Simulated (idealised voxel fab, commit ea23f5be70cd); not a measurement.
Herein follows the process module entitled voxel wiring stack.
cross-section cut | 140 nm wide | cells 5 nm
In what follows, cross-sections appear as grids of square cells, described through bands that run from the top down, where every band is one or more rows of cells. Band: top height; bottom height; in nm. Then, left to right: material with width in nm, for each material. "everywhere": a single material spanning edge to edge. "blank": empty space. Measure heights from 0. That's the level where, below it, the as-received wafer is all one material. The lowest band is bottomless and extends downward; write it as in "top 0, no bottom". You'd read "30..40" like this: the band's top row of cells is as wide as the first number, its bottom row is as wide as the second, and going down, every row changes width by the same amount as the row before did. No cell of the cross-section changed in a step that is given as "no alterations made". Listed in "Closed-off voids": every empty space of 8 or more cells without an open way to the top. Form: width x height at distance, the distance being from the left edge, all in nm. Heads up: the bit after the settings on a step's line is the simulator's remark on that step. A step line may carry the setting "overlay nm", which, for steps involving a mask, states the distance by which the mask lay to the right of its intended position; negative values denote displacement to the left.

Planned process steps:
- 1: RECEIVE: material Si
- 2: CONFORMAL_DEP: material SiO2, thk nm 15
- 3: DIRECTIONAL_DEP: material TiN, thk nm 5
- 4: DIRECTIONAL_DEP: material Ru, thk nm 25
- 5: MASKED_ETCH: tone cover, mask id METAL_1, width nm 25, pitch nm 40, etch materials Ru, depth nm 25, overlay nm 0
- 6: MASKED_ETCH: tone cover, mask id METAL_1, width nm 25, pitch nm 40, etch materials TiN, depth nm 5, overlay nm 0
- 7: FILL_DEP: material lowk, thk nm 5
- 8: CMP: height nm 45
- 9: CONFORMAL_DEP: material SiCN, thk nm 5
- 10: DIRECTIONAL_DEP: material lowk, thk nm 20
- 11: MASKED_ETCH: tone open, mask id PLUG_1, width nm 15, pitch nm 80, etch materials lowk, depth nm 20, overlay nm 0
- 12: MASKED_ETCH: tone open, mask id PLUG_1, width nm 15, pitch nm 80, etch materials SiCN, depth nm 5, overlay nm 0
- 13: EPI: material Ru, thk nm 10
- 14: EPI: material Ru, thk nm 10
- 15: EPI: material Ru, thk nm 5
- 16: CONFORMAL_DEP: material SiCN, thk nm 5
- 17: DIRECTIONAL_DEP: material SiO2, thk nm 25
- 18: MASKED_ETCH: tone open, mask id METAL_2, width nm 25, pitch nm 40, etch materials SiO2, depth nm 25, overlay nm 0
- 19: MASKED_ETCH: tone open, mask id METAL_2, width nm 25, pitch nm 40, etch materials SiCN, depth nm 5, overlay nm 0
- 20: CONFORMAL_DEP: material TiN, thk nm 5
- 21: FILL_DEP: material Cu, thk nm 5
- 22: CMP: height nm 100
- 23: EPI: material Ru, thk nm 5
- 24: FILL_DEP: material SiCN, thk nm 5

As-received wafer cross-section (after step 1):
  top 0, no bottom | Si everywhere
  Closed-off voids: none

What the wafer looks like in cross-section after this module, when it starts as shown above and follows the plan above but one mistake is made in running it:
  top 110, bottom 105 | SiCN everywhere
  top 105, bottom 100 | SiCN 10, then Ru 35, then SiCN 5, then Ru 35, then SiCN 5, then Ru 35, then SiCN 15
  top 100, bottom 95 | SiCN 15, then TiN 25, then SiCN 15, then TiN 25, then SiCN 15, then TiN 25, then SiCN 20
  top 95, bottom 70 | SiO2 everywhere
  top 70, bottom 50 | lowk 15, then Ru 15, then lowk 65, then Ru 15, then lowk 30
  top 50, bottom 45 | SiCN 15, then Ru 15, then SiCN 65, then Ru 15, then SiCN 30
  top 45, bottom 20 | lowk 15, then Ru 25, then lowk 15, then Ru 25, then lowk 15, then Ru 25, then lowk 20
  top 20, bottom 15 | lowk 15, then TiN 25, then lowk 15, then TiN 25, then lowk 15, then TiN 25, then lowk 20
  top 15, bottom 0 | SiO2 everywhere
  top 0, no bottom | Si everywhere
  Closed-off voids: none
What was the processing mistake? note: step 16 <-> step 17, run order reversed vs plan
